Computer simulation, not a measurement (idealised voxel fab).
Process module, titled voxel released beams
For reference, the cross-section in this document is cut, with width 225 nm and square cells of 5 nm.
Cross-section spec: square-cell grid; bands listed top down; each band is one or more rows. Look at the band entry: it leads with the top's height and the bottom's height in nm. Then it lists the materials left to right, with a width in nm for each. The word "throughout" on a single material says that material fills the band edge to edge. The word "empty" is empty space. Note: height 0 marks the level under which the wafer is uniformly one material as received. Lowest band unbounded below, written "top 0, no bottom". The width entry "30->40" should be interpreted row by row: the top row of cells in the band takes the first number, the bottom row takes the second number, and the change between adjacent rows is uniform throughout. "changes: none", as given for a step, is the statement that not any cell of the cross-section underwent a change during that step. "Closed void roster" specifies each empty space that is not open to the top and that occupies no fewer than 8 cells, using the form width x height at distance, the distance measured from the left edge and all three quantities in nm. Text after the settings on a step's line: the simulator's own remark on that step. The setting "overlay nm" may be written on the line of a step. When the step uses a mask, the value reports how far to the right of the planned place the mask lay, and a negative value reports that it lay to the left. Read the rest as pairs. Take the cross-section before one process step, then the cross-section after it, which shows only down to the lowest band that changed. Under the pair, find the step between them and its settings. Bear in mind that pairs may come from different runs of this module on the same starting wafer: link a pair to the pair above it only where its entry headed "Before processing step" says to.

Before processing step
	top 0, no bottom = Si throughout
	Closed void roster: none

After the Step
	top 5, bottom 0 = Al2O3 throughout
	No changes below 0.
	Closed void roster: none
Which operation links the two cross-sections above? CONFORMAL_DEP | material Al2O3 | thk nm 5

Before processing step: starting point is the after cross-section of the pair just above.

After the Step
	top 20, bottom 5 = SiO2 throughout
	No changes below 5.
	Closed void roster: none
Which operation links the two cross-sections above? DIRECTIONAL_DEP | material SiO2 | thk nm 15

Before processing step: starting point is the after cross-section of the pair just above.

After the Step
	top 20, bottom 5 = SiO2=65, empty=35, SiO2=125
	No changes below 5.
	Closed void roster: none
Which operation links the two cross-sections above? MASKED_ETCH | tone open | mask id ANCHOR | width nm 35 | etch materials SiO2 | depth nm 15 | overlay nm 0

Before processing step: starting point is the after cross-section of the pair just above.

After the Step
	top 30, bottom 20 = SiN=75, empty=15, SiN=135
	top 20, bottom 15 = SiO2=65, SiN=10, empty=15, SiN=10, SiO2=125
	top 15, bottom 5 = SiO2=65, SiN=35, SiO2=125
	No changes below 5.
	Closed void roster: none
Which operation links the two cross-sections above? CONFORMAL_DEP | material SiN | thk nm 10

Before processing step: starting point is the after cross-section of the pair just above.

After the Step
	top 30, bottom 20 = empty=60, SiN=15, empty=15, SiN=70, empty=65
	No changes below 20.
	Closed void roster: none
Which operation links the two cross-sections above? MASKED_ETCH | tone cover | mask id BEAM | width nm 100 | etch materials SiN | depth nm 10 | overlay nm 0

Before processing step: starting point is the after cross-section of the pair just above.

After the Step
	top 30, bottom 20 = empty=60, SiN=15, empty=15, SiN=70, empty=65
	top 20, bottom 15 = empty=65, SiN=10, empty=15, SiN=10, empty=125
	top 15, bottom 5 = empty=65, SiN=35, empty=125
	No changes below 5.
	Closed void roster: none
Which operation links the two cross-sections above? STRIP | etch materials SiO2

Before processing step
	top 0, no bottom = Si throughout
	Closed void roster: none

After the Step
	top 15, bottom 0 = SiO2 throughout
	No changes below 0.
	Closed void roster: none
Which operation links the two cross-sections above? DIRECTIONAL_DEP | material SiO2 | thk nm 15

Before processing step: starting point is the after cross-section of the pair just above.

After the Step
	top 15, bottom 0 = SiO2=65, empty=35, SiO2=125
	No changes below 0.
	Closed void roster: none
Which operation links the two cross-sections above? MASKED_ETCH | tone open | mask id ANCHOR | width nm 35 | etch materials SiO2 | depth nm 15 | overlay nm 0

Before processing step: starting point is the after cross-section of the pair just above.

After the Step
	top 25, bottom 15 = SiN=75, empty=15, SiN=135
	top 15, bottom 10 = SiO2=65, SiN=10, empty=15, SiN=10, SiO2=125
	top 10, bottom 0 = SiO2=65, SiN=35, SiO2=125
	No changes below 0.
	Closed void roster: none
Which operation links the two cross-sections above? CONFORMAL_DEP | material SiN | thk nm 10

Before processing step: starting point is the after cross-section of the pair just above.

After the Step
	top 25, bottom 15 = empty=60, SiN=15, empty=15, SiN=70, empty=65
	No changes below 15.
	Closed void roster: none
Which operation links the two cross-sections above? MASKED_ETCH | tone cover | mask id BEAM | width nm 100 | etch materials SiN | depth nm 10 | overlay nm 0

Before processing step: starting point is the after cross-section of the pair just above.

After the Step
	top 25, bottom 15 = empty=60, SiN=15, empty=15, SiN=70, empty=65
	top 15, bottom 10 = empty=65, SiN=10, empty=15, SiN=10, empty=125
	top 10, bottom 0 = empty=65, SiN=35, empty=125
	No changes below 0.
	Closed void roster: none
Which operation links the two cross-sections above? STRIP | etch materials SiO2

Before processing step
	top 15, bottom 0 = SiO2 throughout
	top 0, no bottom = Si throughout
	Closed void roster: none

After the Step
	top 20, bottom 15 = Al2O3 throughout
	No changes below 15.
	Closed void roster: none
Which operation links the two cross-sections above? CONFORMAL_DEP | material Al2O3 | thk nm 5

Before processing step: starting point is the after cross-section of the pair just above.

After the Step
	top 30, bottom 20 = SiN throughout
	No changes below 20.
	Closed void roster: none
Which operation links the two cross-sections above? CONFORMAL_DEP | material SiN | thk nm 10

Before processing step: starting point is the after cross-section of the pair just above.

After the Step
	top 30, bottom 20 = empty=60, SiN=100, empty=65
	No changes below 20.
	Closed void roster: none
Which operation links the two cross-sections above? MASKED_ETCH | tone cover | mask id BEAM | width nm 100 | etch materials SiN | depth nm 10 | overlay nm 0

Before processing step
	top 5, bottom 0 = Al2O3 throughout
	top 0, no bottom = Si throughout
	Closed void roster: none

After the Step
	top 10, bottom 5 = SiO2 throughout
	No changes below 5.
	Closed void roster: none
Which operation links the two cross-sections above? DIRECTIONAL_DEP | material SiO2 | thk nm 5

Before processing step: starting point is the after cross-section of the pair just above.

After the Step
	top 10, bottom 5 = SiO2=65, empty=35, SiO2=125
	No changes below 5.
	Closed void roster: none
Which operation links the two cross-sections above? MASKED_ETCH | tone open | mask id ANCHOR | width nm 35 | etch materials SiO2 | depth nm 15 | overlay nm 0

Before processing step: starting point is the after cross-section of the pair just above.

After the Step
	top 20, bottom 15 = SiN=75, empty=15, SiN=135
	top 15, bottom 10 = SiN throughout
	top 10, bottom 5 = SiO2=65, SiN=35, SiO2=125
	No changes below 5.
	Closed void roster: none
Which operation links the two cross-sections above? CONFORMAL_DEP | material SiN | thk nm 10

Before processing step: starting point is the after cross-section of the pair just above.

After the Step
	top 20, bottom 15 = empty=60, SiN=15, empty=15, SiN=70, empty=65
	top 15, bottom 10 = empty=60, SiN=100, empty=65
	No changes below 10.
	Closed void roster: none
Which operation links the two cross-sections above? MASKED_ETCH | tone cover | mask id BEAM | width nm 100 | etch materials SiN | depth nm 10 | overlay nm 0

Before processing step: starting point is the after cross-section of the pair just above.

After the Step
	top 20, bottom 15 = empty=60, SiN=15, empty=15, SiN=70, empty=65
	top 15, bottom 5 = empty=60->65, SiN=100->35, empty=65->125
	No changes below 5.
	Closed void roster: none
Which operation links the two cross-sections above? STRIP | etch materials SiO2

Before processing step
	top 20, bottom 5 = SiO2 throughout
	top 5, bottom 0 = Al2O3 throughout
	top 0, no bottom = Si throughout
	Closed void roster: none

After the Step
	top 20, bottom 5 = SiO2=70, empty=25, SiO2=130
	No changes below 5.
	Closed void roster: none
Which operation links the two cross-sections above? MASKED_ETCH | tone open | mask id ANCHOR | width nm 25 | etch materials SiO2 | depth nm 15 | overlay nm 0

Before processing step: starting point is the after cross-section of the pair just above.

After the Step
	top 30, bottom 20 = SiN=80, empty=5, SiN=140
	top 20, bottom 15 = SiO2=70, SiN=10, empty=5, SiN=10, SiO2=130
	top 15, bottom 5 = SiO2=70, SiN=25, SiO2=130
	No changes below 5.
	Closed void roster: none
Which operation links the two cross-sections above? CONFORMAL_DEP | material SiN | thk nm 10

Before processing step: starting point is the after cross-section of the pair just above.

After the Step
	top 30, bottom 20 = empty=60, SiN=20, empty=5, SiN=75, empty=65
	No changes below 20.
	Closed void roster: none
Which operation links the two cross-sections above? MASKED_ETCH | tone cover | mask id BEAM | width nm 100 | etch materials SiN | depth nm 10 | overlay nm 0

Before processing step: starting point is the after cross-section of the pair just above.

After the Step
	top 30, bottom 20 = empty=60, SiN=20, empty=5, SiN=75, empty=65
	top 20, bottom 15 = empty=70, SiN=10, empty=5, SiN=10, empty=130
	top 15, bottom 5 = empty=70, SiN=25, empty=130
	No changes below 5.
	Closed void roster: none
Which operation links the two cross-sections above? STRIP | etch materials SiO2

Before processing step
	top 30, bottom 20 = SiN=75, empty=15, SiN=135
	top 20, bottom 15 = SiO2=65, SiN=10, empty=15, SiN=10, SiO2=125
	top 15, bottom 5 = SiO2=65, SiN=35, SiO2=125
	top 5, bottom 0 = Al2O3 throughout
	top 0, no bottom = Si throughout
	Closed void roster: none

After the Step
	top 30, bottom 20 = empty=65, SiN=10, empty=15, SiN=75, empty=60
	No changes below 20.
	Closed void roster: none
Which operation links the two cross-sections above? MASKED_ETCH | tone cover | mask id BEAM | width nm 100 | etch materials SiN | depth nm 10 | overlay nm 5

Before processing step: starting point is the after cross-section of the pair just above.

After the Step
	top 30, bottom 20 = empty=65, SiN=10, empty=15, SiN=75, empty=60
	top 20, bottom 15 = empty=65, SiN=10, empty=15, SiN=10, empty=125
	top 15, bottom 5 = empty=65, SiN=35, empty=125
	No changes below 5.
	Closed void roster: none
Which operation links the two cross-sections above? STRIP | etch materials SiO2

Before processing step
	top 0, no bottom = Si throughout
	Closed void roster: none

After the Step
	top 5, bottom 0 = SiN throughout
	No changes below 0.
	Closed void roster: none
Which operation links the two cross-sections above? CONFORMAL_DEP | material SiN | thk nm 5

Before processing step: starting point is the after cross-section of the pair just above.

After the Step
	top 20, bottom 5 = SiO2 throughout
	No changes below 5.
	Closed void roster: none
Which operation links the two cross-sections above? DIRECTIONAL_DEP | material SiO2 | thk nm 15

Before processing step: starting point is the after cross-section of the pair just above.

After the Step
	top 20, bottom 5 = SiO2=65, empty=35, SiO2=125
	No changes below 5.
	Closed void roster: none
Which operation links the two cross-sections above? MASKED_ETCH | tone open | mask id ANCHOR | width nm 35 | etch materials SiO2 | depth nm 15 | overlay nm 0

Before processing step: starting point is the after cross-section of the pair just above.

After the Step
	top 30, bottom 20 = SiN=75, empty=15, SiN=135
	top 20, bottom 15 = SiO2=65, SiN=10, empty=15, SiN=10, SiO2=125
	top 15, bottom 5 = SiO2=65, SiN=35, SiO2=125
	No changes below 5.
	Closed void roster: none
Which operation links the two cross-sections above? CONFORMAL_DEP | material SiN | thk nm 10

Before processing step: starting point is the after cross-section of the pair just above.

After the Step
	top 30, bottom 20 = empty=60, SiN=15, empty=15, SiN=70, empty=65
	No changes below 20.
	Closed void roster: none
Which operation links the two cross-sections above? MASKED_ETCH | tone cover | mask id BEAM | width nm 100 | etch materials SiN | depth nm 10 | overlay nm 0

Before processing step: starting point is the after cross-section of the pair just above.

After the Step
	top 30, bottom 20 = empty=60, SiN=15, empty=15, SiN=70, empty=65
	top 20, bottom 15 = empty=65, SiN=10, empty=15, SiN=10, empty=125
	top 15, bottom 5 = empty=65, SiN=35, empty=125
	No changes below 5.
	Closed void roster: none
Which operation links the two cross-sections above? STRIP | etch materials SiO2

Before processing step
	top 20, bottom 5 = SiO2 throughout
	top 5, bottom 0 = Al2O3 throughout
	top 0, no bottom = Si throughout
	Closed void roster: none

After the Step
	top 20, bottom 5 = empty=65, SiO2=35, empty=125
	No changes below 5.
	Closed void roster: none
Which operation links the two cross-sections above? MASKED_ETCH | tone cover | mask id ANCHOR | width nm 35 | etch materials SiO2 | depth nm 15 | overlay nm 0

Before processing step: starting point is the after cross-section of the pair just above.

After the Step
	top 30, bottom 20 = empty=55, SiN=55, empty=115
	top 20, bottom 15 = empty=55, SiN=10, SiO2=35, SiN=10, empty=115
	top 15, bottom 5 = SiN=65, SiO2=35, SiN=125
	No changes below 5.
	Closed void roster: none
Which operation links the two cross-sections above? CONFORMAL_DEP | material SiN | thk nm 10

Before processing step: starting point is the after cross-section of the pair just above.

After the Step
	top 30, bottom 20 = empty=60, SiN=50, empty=115
	top 20, bottom 15 = empty=55, SiN=10, SiO2=35, SiN=10, empty=115
	top 15, bottom 5 = empty=55, SiN=10, SiO2=35, SiN=60, empty=65
	No changes below 5.
	Closed void roster: none
Which operation links the two cross-sections above? MASKED_ETCH | tone cover | mask id BEAM | width nm 100 | etch materials SiN | depth nm 10 | overlay nm 0
